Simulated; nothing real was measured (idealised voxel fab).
process module | voxel capacitor over wiring
cross-section cut | 140 nm wide | cells 5 nm
A cross-section is a grid of square cells, given in bands from the top down. A band is one or more rows of cells.
Each band's line starts with the height of the band's top and of its bottom, in nm. Then come its materials from left to right, each with its width in nm. One material with "throughout" fills the band from edge to edge. "air" is empty space.
Height 0 is the level under which the wafer as received is all one material. The lowest band goes on downwards, as in "0 down".
A width such as "30 to 40" changes by the same amount from each row of cells to the next, from the band's top row to its bottom row.
"no change" after a step means that no cell of the cross-section changed.
closed voids: empty space of 8 cells or more with no open way to the top, each as width x height at its distance from the left edge, in nm
after a step's settings: what the simulator itself notes on the step
overlay nm, on a step with a mask: how far to the right of its planned place the mask lay; to the left if negative
plan
1 op RECEIVE | material Si
2 op CONFORMAL_DEP | material SiO2 | thk nm 15
3 op DIRECTIONAL_DEP | material TiN | thk nm 5
4 op DIRECTIONAL_DEP | material Ru | thk nm 15
5 op PATTERN | tone cover | mask id METAL_1 | material resist | width nm 25 | pitch nm 85 | thk nm 15 | overlay nm 0
6 op DIRECTIONAL_ETCH | etch materials Ru | depth nm 15
7 op DIRECTIONAL_ETCH | etch materials TiN | depth nm 5
8 op STRIP | etch materials resist
9 op FILL_DEP | material lowk | thk nm 10
10 op CMP | height nm 35
11 op CONFORMAL_DEP | material SiCN | thk nm 5
12 op DIRECTIONAL_DEP | material lowk | thk nm 20
13 op PATTERN | tone open | mask id PLUG_1 | material resist | width nm 15 | thk nm 15 | overlay nm 0
14 op DIRECTIONAL_ETCH | etch materials lowk | depth nm 20
15 op DIRECTIONAL_ETCH | etch materials SiCN | depth nm 5
16 op STRIP | etch materials resist
17 op EPI | material Ru | thk nm 10
18 op EPI | material Ru | thk nm 10
19 op EPI | material Ru | thk nm 5
20 op DIRECTIONAL_DEP | material TiN | thk nm 10
21 op DIRECTIONAL_DEP | material SiN | thk nm 5
22 op DIRECTIONAL_DEP | material TiN | thk nm 5
23 op MASKED_ETCH | tone cover | mask id UPPER_PLATE | width nm 65 | etch materials TiN | depth nm 5 | overlay nm 0
24 op MASKED_ETCH | tone cover | mask id UPPER_PLATE | width nm 65 | etch materials SiN | depth nm 5 | overlay nm 0
25 op MASKED_ETCH | tone cover | mask id LOWER_PLATE | width nm 75 | etch materials TiN | depth nm 10 | overlay nm 0
26 op FILL_DEP | material SiO2 | thk nm 15
27 op CMP | height nm 90
28 op MASKED_ETCH | tone open | mask id PLUG_2 | width nm 15 | etch materials SiO2 | depth nm 10 | overlay nm 0
29 op CONFORMAL_DEP | material TiN | thk nm 5
30 op FILL_DEP | material Ru | thk nm 10
31 op CMP | height nm 90
32 op CONFORMAL_DEP | material SiCN | thk nm 5
as received, after step 1
  0 down: Si throughout
  closed voids: none
a wafer at the end: this start, this plan, one mistake
  95 to 90: SiCN throughout
  90 to 85: SiO2 35 | TiN 5 | Ru 5 | TiN 5 | SiO2 90
  85 to 80: SiO2 35 | TiN 15 | SiO2 90
  80 to 75: SiO2 20 | TiN 5 | SiO2 65 | TiN 5 | SiO2 45
  75 to 70: SiN throughout
  70 to 60: TiN throughout
  60 to 40: lowk 25 | Ru 15 | lowk 100
  40 to 35: SiCN 25 | Ru 15 | SiCN 100
  35 to 20: lowk 15 | Ru 25 | lowk 60 | Ru 25 | lowk 15
  20 to 15: lowk 15 | TiN 25 | lowk 60 | TiN 25 | lowk 15
  15 to 0: SiO2 throughout
  0 down: Si throughout
  closed voids: none
what went wrong: step 23 ran as: op MASKED_ETCH | tone open | mask id UPPER_PLATE | width nm 65 | etch materials TiN | depth nm 5 | overlay nm 0
